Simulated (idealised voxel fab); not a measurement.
Process module under the name voxel double patterning
Shown is cross-section cut, with a width of 230 nm and square cells of size 5 nm.
Cross-section spec: square-cell grid; bands listed top down; each band is one or more rows.
Read a band's entry like this: the first values are the height of its top and the height of its bottom in nm, and what follows is the sequence of materials from left to right, each with its width in nm. Note that "blank" is empty space, and that a single material marked "edge to edge" reaches across the band from edge to edge.
The level at which height equals 0 is the one under which the wafer, as it arrives, is entirely one material. No lower edge exists for the bottom band, which continues downward and is notated as in "0 nm and below".
A width such as "30->40" changes by the same amount from each row of cells to the next, from the band's top row to its bottom row.
What does "nothing was modified" mean for a step? It means no cell of the cross-section changed in that step.
This entry, "Tabulated closed voids", enumerates those empty regions of no fewer than 8 cells that possess no open connection to the top. Each region is reported in the form width x height at distance, the distance being taken from the left edge, with all three quantities expressed in nm.
Text after the settings on a step's line: the simulator's own remark on that step.
The line of a step may include "overlay nm". On a step with a mask, this value is how far to the right of its planned place the mask lay. A negative value means the mask lay to the left.
**The planned process steps are enumerated hereunder**
step 1: op RECEIVE | material Si
step 2: op CONFORMAL_DEP | material SiN | thk nm 5
step 3: op DIRECTIONAL_DEP | material SiO2 | thk nm 15
step 4: op DIRECTIONAL_DEP | material SiCN | thk nm 10
step 5: op PATTERN | tone open | mask id FIRST | material resist | width nm 15 | pitch nm 50 | thk nm 15 | overlay nm 0
step 6: op DIRECTIONAL_ETCH | etch materials SiCN | depth nm 10
step 7: op STRIP | etch materials resist
step 8: op PATTERN | tone open | mask id SECOND | material resist | width nm 15 | pitch nm 50 | thk nm 20 | overlay nm -15
step 9: op DIRECTIONAL_ETCH | etch materials SiCN | depth nm 10
step 10: op STRIP | etch materials resist
step 11: op DIRECTIONAL_ETCH | etch materials SiO2 | depth nm 15
step 12: op STRIP | etch materials SiCN
All wafers enter the flow in the same state. The overlay nm at step 8 differs from wafer to wafer, and the plan gives the value for the first wafer.
**Cross-sectional view of the first of several wafers in the as-received condition, corresponding to the state following step 1**
> 0 nm and below: Si edge to edge
> Tabulated closed voids: none
**Below, a row for every wafer. Read it as the end-of-module picture: for each material the wafer shows its cells gained (+) or lost (-) since it was received, and then its closed voids**
overlay nm -15; +46 SiN; +99 SiO2; Tabulated closed voids: none
overlay nm -10; +46 SiN; +93 SiO2; Tabulated closed voids: none
overlay nm -5; +46 SiN; +93 SiO2; Tabulated closed voids: none
overlay nm 0; +46 SiN; +93 SiO2; Tabulated closed voids: none
overlay nm 5; +46 SiN; +93 SiO2; Tabulated closed voids: none
overlay nm 10; +46 SiN; +93 SiO2; Tabulated closed voids: none
overlay nm 15; +46 SiN; +99 SiO2; Tabulated closed voids: none
